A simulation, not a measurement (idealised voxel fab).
process module | voxel gate over fins
cross-section cut | 260 nm wide | cells 5 nm
A cross-section is a grid of square cells, given in bands from the top down. A band is one or more rows of cells.
Each band's line starts with the height of the band's top and of its bottom, in nm. Then come its materials from left to right, each with its width in nm. One material with "throughout" fills the band from edge to edge. "air" is empty space.
Height 0 is the level under which the wafer as received is all one material. The lowest band goes on downwards, as in "0 down".
A width such as "30 to 40" changes by the same amount from each row of cells to the next, from the band's top row to its bottom row.
"no change" after a step means that no cell of the cross-section changed.
closed voids: empty space of 8 cells or more with no open way to the top, each as width x height at its distance from the left edge, in nm
after a step's settings: what the simulator itself notes on the step
overlay nm, on a step with a mask: how far to the right of its planned place the mask lay; to the left if negative
plan
1 op RECEIVE | material Si
2 op CONFORMAL_DEP | material SiN | thk nm 5
3 op MASKED_ETCH | tone cover | mask id FINS | width nm 15 | pitch nm 50 | etch materials SiN | depth nm 5 | overlay nm 0
4 op MASKED_ETCH | tone cover | mask id FINS | width nm 15 | pitch nm 50 | etch materials Si | depth nm 35 | overlay nm 0
5 op OXIDIZE | depth nm 5
6 op FILL_DEP | material SiO2 | thk nm 15
7 op CMP | height nm 5
8 op MASKED_ETCH | tone open | mask id RAIL | width nm 15 | etch materials SiO2 | depth nm 35 | overlay nm 0
9 op CONFORMAL_DEP | material TiN | thk nm 5
10 op FILL_DEP | material Ru | thk nm 5
11 op CMP | height nm 5
12 op SELECTIVE_ETCH | etch materials W Ru TiN | depth nm 20
13 op FILL_DEP | material SiO2 | thk nm 5
14 op CMP | height nm -5
15 op SELECTIVE_ETCH | etch materials SiO2 | depth nm 15
16 op STRIP | etch materials SiN
17 op CONFORMAL_DEP | material HfO2 | thk nm 5
18 op CONFORMAL_DEP | material TiN | thk nm 5
19 op CONFORMAL_DEP | material TiAl | thk nm 5
20 op CONFORMAL_DEP | material TiN | thk nm 5
21 op FILL_DEP | material W | thk nm 10
22 op CMP | height nm 25
23 op CONFORMAL_DEP | material SiCN | thk nm 5
varied across the wafers: height nm of step 14. The plan shows the first wafer's value. All wafers start alike
first wafer as received, after step 1
  0 down: Si throughout
  closed voids: none
each wafer at the end: cells of each material gained (+) or lost (-) since it was received, then its closed voids
height nm -5 | +78 HfO2 | +2 Ru | -388 Si | +52 SiCN | +186 SiO2 | +74 TiAl | +157 TiN | +151 W | closed voids: none
height nm 0 | +76 HfO2 | +2 Ru | -384 Si | +52 SiCN | +231 SiO2 | +76 TiAl | +159 TiN | +100 W | closed voids: none
height nm 5 | +68 HfO2 | +2 Ru | -384 Si | +52 SiCN | +279 SiO2 | +68 TiAl | +143 TiN | +84 W | closed voids: none
height nm 10 | +60 HfO2 | +2 Ru | -384 Si | +52 SiCN | +327 SiO2 | +60 TiAl | +127 TiN | +68 W | closed voids: none
